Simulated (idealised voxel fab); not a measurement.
Process module name: voxel capacitor over wiring
Square cell edge 5 nm, section width 270 nm, ID cut.
A cross-section is a grid of square cells, given in bands from the top down. A band is one or more rows of cells. Each band's line starts with the height of the band's top and of its bottom, in nm. Then come its materials from left to right, each with its width in nm. One material with "full width" fills the band from edge to edge. "air" is empty space. Heights are expressed relative to 0, this being the level below which the as-received wafer comprises one material exclusively. The lowest band is unbounded in the downward direction and is denoted as in "z 0 and below". With a width like "30..40", each row of cells in the band differs from the next by the same amount, the top row carrying the first number and the bottom row the second. Where a step carries "nothing changed", the cross-section came out of it unchanged, cell for cell. The entry "Closed void list" lists the empty spaces that cover at least 8 cells and have no open path to the top. Each is written as width x height at distance, where the distance is measured from the left edge and all three values are in nm. Where a step's line continues beyond its settings, the continuation is a remark by the simulator itself on that step. "overlay nm" on a masked step: distance the mask lay right of its planned place, negative for left.

THE PROCESS STEPS THAT WERE PLANNED ARE LISTED BELOW
1,RECEIVE: material Si
2,CONFORMAL_DEP: material SiO2, thk nm 15
3,CONFORMAL_DEP: material SiN, thk nm 5
4,DIRECTIONAL_DEP: material SiO2, thk nm 20
5,PATTERN: tone open, mask id METAL_1, material resist, width nm 30, pitch nm 90, thk nm 20, overlay nm 0
6,DIRECTIONAL_ETCH: etch materials SiO2, depth nm 20
7,DIRECTIONAL_ETCH: etch materials SiN, depth nm 5
8,STRIP: etch materials resist
9,CONFORMAL_DEP: material TiN, thk nm 5
10,FILL_DEP: material Ru, thk nm 10
11,CMP: height nm 40
12,EPI: material Ru, thk nm 5
13,FILL_DEP: material SiCN, thk nm 5
14,DIRECTIONAL_DEP: material lowk, thk nm 15
15,DIRECTIONAL_DEP: material aC, thk nm 10
16,PATTERN: tone open, mask id PLUG_1, material resist, width nm 15, thk nm 25, overlay nm 0
17,DIRECTIONAL_ETCH: etch materials aC, depth nm 10
18,STRIP: etch materials resist
19,DIRECTIONAL_ETCH: etch materials lowk, depth nm 15
20,DIRECTIONAL_ETCH: etch materials SiCN, depth nm 5
21,STRIP: etch materials aC
22,CONFORMAL_DEP: material TiN, thk nm 5
23,FILL_DEP: material Cu, thk nm 5
24,CMP: height nm 65
25,DIRECTIONAL_DEP: material TiN, thk nm 5
26,DIRECTIONAL_DEP: material Al2O3, thk nm 5
27,DIRECTIONAL_DEP: material TiN, thk nm 10
28,DIRECTIONAL_DEP: material aC, thk nm 15
29,PATTERN: tone cover, mask id UPPER_PLATE, material resist, width nm 65, thk nm 35, overlay nm 0
30,DIRECTIONAL_ETCH: etch materials aC, depth nm 15
31,STRIP: etch materials resist
32,DIRECTIONAL_ETCH: etch materials TiN, depth nm 10
33,DIRECTIONAL_ETCH: etch materials Al2O3, depth nm 5
34,STRIP: etch materials aC
35,PATTERN: tone cover, mask id LOWER_PLATE, material resist, width nm 75, thk nm 20, overlay nm 0
36,DIRECTIONAL_ETCH: etch materials TiN, depth nm 5
37,STRIP: etch materials resist
38,FILL_DEP: material SiO2, thk nm 15
39,CMP: height nm 95
40,MASKED_ETCH: tone open, mask id PLUG_2, width nm 15, etch materials SiO2, depth nm 10, overlay nm 0
41,CONFORMAL_DEP: material TiN, thk nm 5
42,FILL_DEP: material Cu, thk nm 10
43,CMP: height nm 95
44,CONFORMAL_DEP: material SiCN, thk nm 5

INCOMING WAFER, CROSS-SECTIONAL VIEW, POST STEP 1
  z 0 and below  Si full width
  Closed void list: none

FIRST WAFER OF TWO, SECTIONED AT END OF MODULE; RUN WENT PER PLAN
  z 100 to 95  SiCN full width
  z 95 to 90  SiO2 100 | TiN 5 | Cu 5 | TiN 5 | SiO2 155
  z 90 to 85  SiO2 100 | TiN 15 | SiO2 155
  z 85 to 75  SiO2 90 | TiN 65 | SiO2 115
  z 75 to 70  SiO2 90 | Al2O3 65 | SiO2 115
  z 70 to 65  SiO2 85 | TiN 75 | SiO2 110
  z 65 to 50  lowk 90 | TiN 5 | Cu 5 | TiN 5 | lowk 165
  z 50 to 45  SiCN 90 | TiN 15 | SiCN 165
  z 45 to 40  SiCN 70 | Ru 40 | SiCN 50 | Ru 40 | SiCN 70
  z 40 to 20  SiO2 75 | TiN 5 | Ru 20 | TiN 5 | SiO2 60 | TiN 5 | Ru 20 | TiN 5 | SiO2 75
  z 20 to 15  SiN 75 | TiN 30 | SiN 60 | TiN 30 | SiN 75
  z 15 to 0  SiO2 full width
  z 0 and below  Si full width
  Closed void list: none

HERE IS THE SECOND OF THE TWO WAFERS CUT OPEN AT THE END OF THE MODULE - SAME START, SAME PLAN AS THE FIRST ONE, BUT WE MADE ONE MISTAKE RUNNING IT
  z 100 to 95  SiCN full width
  z 95 to 90  SiO2 100 | TiN 5 | Cu 5 | TiN 5 | SiO2 155
  z 90 to 85  SiO2 100 | TiN 15 | SiO2 155
  z 85 to 75  SiO2 90 | TiN 65 | SiO2 115
  z 75 to 70  SiO2 90 | Al2O3 65 | SiO2 115
  z 70 to 65  SiO2 85 | TiN 75 | SiO2 110
  z 65 to 50  lowk 90 | TiN 5 | Cu 5 | TiN 5 | lowk 165
  z 50 to 45  SiCN 90 | TiN 15 | SiCN 165
  z 45 to 40  SiCN 70 | Ru 40 | SiCN 50 | Ru 40 | SiCN 70
  z 40 to 35  SiO2 75 | TiN 5 | Ru 20 | TiN 5 | SiO2 60 | TiN 5 | Ru 20 | TiN 5 | SiO2 75
  z 35 to 30  SiN 75 | TiN 30 | SiN 60 | TiN 30 | SiN 75
  z 30 to 0  SiO2 full width
  z 0 and below  Si full width
  Closed void list: none
Misprocessing identified: heads up, step 2 of the plan got done twice
The second wafer ends with more or fewer cells of some materials than the first, per final count: Ru: 24 fewer | SiO2: 36 more | TiN: 12 fewer
